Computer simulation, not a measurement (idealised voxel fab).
The document below concerns the process module designated voxel tone inversion.
Displayed cross-section: cut, width of 170 nm, square cells sized 5 nm.
Think of the cross-section as a grid of square cells. We describe it in bands, top to bottom, and each band covers one or more rows of those cells. Top height, bottom height, nm. Materials left to right, width each, nm. Single material + "full width" = fills band edge to edge. "empty" = empty. The reference from which all heights are counted is 0, the level beneath which the as-received wafer is entirely one material; the lowest band, having no lower bound, proceeds downward and is written after the example "0..down". It should be noted that a width expressed as "30 to 40" varies in equal increments from row to row of cells within the band, taking the value of the first number at the top row and that of the second number at the bottom row. You'll sometimes find "no alterations made" written for a step, and that's the way of saying that nowhere in the cross-section did a cell change during that step. Enclosed voids (no open way to top), threshold 8 cells or more, entry "Closed void register", notation width x height at distance, distance from left edge, nm. Where a step's line continues beyond its settings, the continuation is a remark by the simulator itself on that step. What "overlay nm" on a step's line means: if the step has a mask, that mask lay this far to the right of its planned place, or, when the value is negative, to the left.

Planned step list for the process
| 1 | RECEIVE [material Si] |
| 2 | CONFORMAL_DEP [material SiN] [thk nm 10] |
| 3 | DIRECTIONAL_DEP [material aC] [thk nm 25] |
| 4 | PATTERN [tone cover] [mask id POSTS] [material resist] [width nm 25] [pitch nm 40] [thk nm 30] [overlay nm 0] |
| 5 | DIRECTIONAL_ETCH [etch materials aC] [depth nm 25] |
| 6 | STRIP [etch materials resist] |
| 7 | FILL_DEP [material lowk] [thk nm 10] |
| 8 | CMP [height nm 35] |
| 9 | STRIP [etch materials aC] |
| 10 | CONFORMAL_DEP [material TiN] [thk nm 5] |
| 11 | FILL_DEP [material Ru] [thk nm 10] |
| 12 | CMP [height nm 35] |
| 13 | CONFORMAL_DEP [material SiCN] [thk nm 5] |

So this is the incoming wafer in cross-section - it's already been through step 1
    0..down | Si full width
    Closed void register: none

Below is the wafer in cross-section after the module was completed. It began from the starting point shown above and followed the plan shown above, except that one mistake was made while running it
    55..50 | SiCN full width
    50..40 | Ru full width
    40..35 | TiN 35; Ru 15; TiN 25; Ru 15; TiN 25; Ru 15; TiN 40
    35..15 | lowk 30; TiN 5; Ru 15; TiN 5; lowk 15; TiN 5; Ru 15; TiN 5; lowk 15; TiN 5; Ru 15; TiN 5; lowk 35
    15..10 | lowk 30; TiN 25; lowk 15; TiN 25; lowk 15; TiN 25; lowk 35
    10..0 | SiN full width
    0..down | Si full width
    Closed void register: none
Against the plan, the run slipped here: plan step 12: skipped, not run
